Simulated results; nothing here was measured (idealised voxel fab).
This is a process module. Its name is voxel ribs on slabs.
195 nm wide, 5 nm square cells: that's cross-section cut.
A cross-section is written here as square cells arranged in a grid, and it is given in bands from the top down, each band taking up one or more rows of cells. This entry defines a band. It first specifies the height of the band's top and the height of its bottom in nm, and then specifies the band's materials from left to right, stating each material with its width in nm. The word "everywhere" identifies a single material that fills the band from edge to edge, while the word "empty" identifies empty space. Measure heights from 0. That's the level where, below it, the as-received wafer is all one material. The lowest band is bottomless and extends downward; write it as in "0 -> down". Note: "30..40" means the width goes from the first number (top row of the band) to the second number (bottom row) in equal steps per row of cells. The cross-section has no changed cell in any step marked "same as before". "Voids lacking openings" means: voids of 8 cells or more that are shut off from the top with no open way through. Written width x height at distance, distance from the left edge, in nm. Text after the settings on a step's line: the simulator's own remark on that step. overlay nm, on a step with a mask: how far to the right of its planned place the mask lay; to the left if negative.

Planned process steps:
1: RECEIVE | material Si
2: DIRECTIONAL_DEP | material SiO2 | thk nm 25
3: DIRECTIONAL_DEP | material polySi | thk nm 15
4: DIRECTIONAL_DEP | material aC | thk nm 15
5: PATTERN | tone cover | mask id RIB | material resist | width nm 15 | thk nm 35 | overlay nm 0
6: DIRECTIONAL_ETCH | etch materials aC | depth nm 15
7: STRIP | etch materials resist
8: DIRECTIONAL_ETCH | etch materials polySi | depth nm 10
9: STRIP | etch materials aC
10: MASKED_ETCH | tone cover | mask id SLAB | width nm 45 | etch materials polySi | depth nm 5 | overlay nm 0
11: FILL_DEP | material SiO2 | thk nm 20
12: CMP | height nm 50
13: DIRECTIONAL_DEP | material W | thk nm 5
14: PATTERN | tone cover | mask id HEATER | material resist | width nm 25 | thk nm 15 | overlay nm 0
15: DIRECTIONAL_ETCH | etch materials W | depth nm 5
16: STRIP | etch materials resist
17: CONFORMAL_DEP | material SiN | thk nm 5

Cross-section, incoming material, after step 1:
	0 -> down = Si everywhere
	Voids lacking openings: none

The plan above was carried out on the starting structure above with one mistake, and this cross-section shows the wafer at the end of the module:
	60 -> 55 = empty 80, then SiN 35, then empty 80
	55 -> 50 = SiN 85, then W 25, then SiN 85
	50 -> 40 = SiO2 everywhere
	40 -> 35 = SiO2 75, then polySi 15, then SiO2 15, then polySi 15, then SiO2 75
	35 -> 30 = polySi 90, then SiO2 15, then polySi 90
	30 -> 25 = polySi everywhere
	25 -> 0 = SiO2 everywhere
	0 -> down = Si everywhere
	Voids lacking openings: none
Here's what went sideways: off-plan run, step 5, actual operation and settings PATTERN | tone open | mask id RIB | material resist | width nm 15 | thk nm 35 | overlay nm 0
